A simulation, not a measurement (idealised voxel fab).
Process module in this document: voxel fin reveal
Each square cell in cross-section cut measures 5 nm, and the section as a whole is 190 nm wide.
Notation: cross-section as square-cell grid; stated in bands, top first, going down; one or more cell rows per band. Look at the band entry: it leads with the top's height and the bottom's height in nm. Then it lists the materials left to right, with a width in nm for each. The word "throughout" on a single material says that material fills the band edge to edge. The word "air" is empty space. Zero point of the height axis is 0; under it, received wafer = one material. Lowest band: continues down indefinitely, "0 and below". Top row gets the first number, bottom row gets the second, and each row in between changes by the same step: that is how a band width like "30->40" works. "nothing got changed" -> step changed no cross-section cell. The entry titled "Closed void catalog" provides the empty spaces that have no open way to the top, restricted to those of 8 cells or more. Each is presented as width x height at distance, the distance being measured from the left edge, with all three in nm. after a step's settings: what the simulator itself notes on the step. The line of a step may include "overlay nm". On a step with a mask, this value is how far to the right of its planned place the mask lay. A negative value means the mask lay to the left.
### Steps planned for the process
| 1 | RECEIVE with material Si |
| 2 | CONFORMAL_DEP with material SiN, thk nm 10 |
| 3 | DIRECTIONAL_DEP with material aC, thk nm 10 |
| 4 | PATTERN with tone cover, mask id FINS, material resist, width nm 15, pitch nm 40, thk nm 25, overlay nm 0 |
| 5 | DIRECTIONAL_ETCH with etch materials aC, depth nm 10 |
| 6 | STRIP with etch materials resist |
| 7 | DIRECTIONAL_ETCH with etch materials SiN, depth nm 10 |
| 8 | DIRECTIONAL_ETCH with etch materials Si, depth nm 30 |
| 9 | STRIP with etch materials aC |
| 10 | FILL_DEP with material SiO2, thk nm 10 |
| 11 | CMP with height nm 10 |
| 12 | SELECTIVE_ETCH with etch materials SiO2, depth nm 20 |
| 13 | STRIP with etch materials SiN |
| 14 | CONFORMAL_DEP with material SiO2, thk nm 5 |
### Here's what the wafer looked like in cross-section when it arrived - that's after step 1
  0 and below | Si throughout
  Closed void catalog: none
### first wafer at the end, as planned
  5 down to 0 | air=60; SiO2=25; air=15; SiO2=25; air=65
  0 down to -5 | air=60; SiO2=5; Si=15; SiO2=5; air=15; SiO2=5; Si=15; SiO2=5; air=65
  -5 down to -30 | SiO2=65; Si=15; SiO2=25; Si=15; SiO2=70
  -30 and below | Si throughout
  Closed void catalog: none
### End-of-module cross-section of the second wafer: identical starting point and process plan to the first, with one processing mistake
  5 down to 0 | air=60; SiO2=25; air=15; SiO2=25; air=65
  0 down to -5 | air=60; SiO2=5; Si=15; SiO2=5; air=15; SiO2=5; Si=15; SiO2=5; air=65
  -5 down to -60 | SiO2=65; Si=15; SiO2=25; Si=15; SiO2=70
  -60 and below | Si throughout
  Closed void catalog: none
So what did we get wrong on this run? step 8 of the plan saw execution twice
The second wafer ends with more or fewer cells of some materials than the first, per final count: Si -192 | SiO2 +192
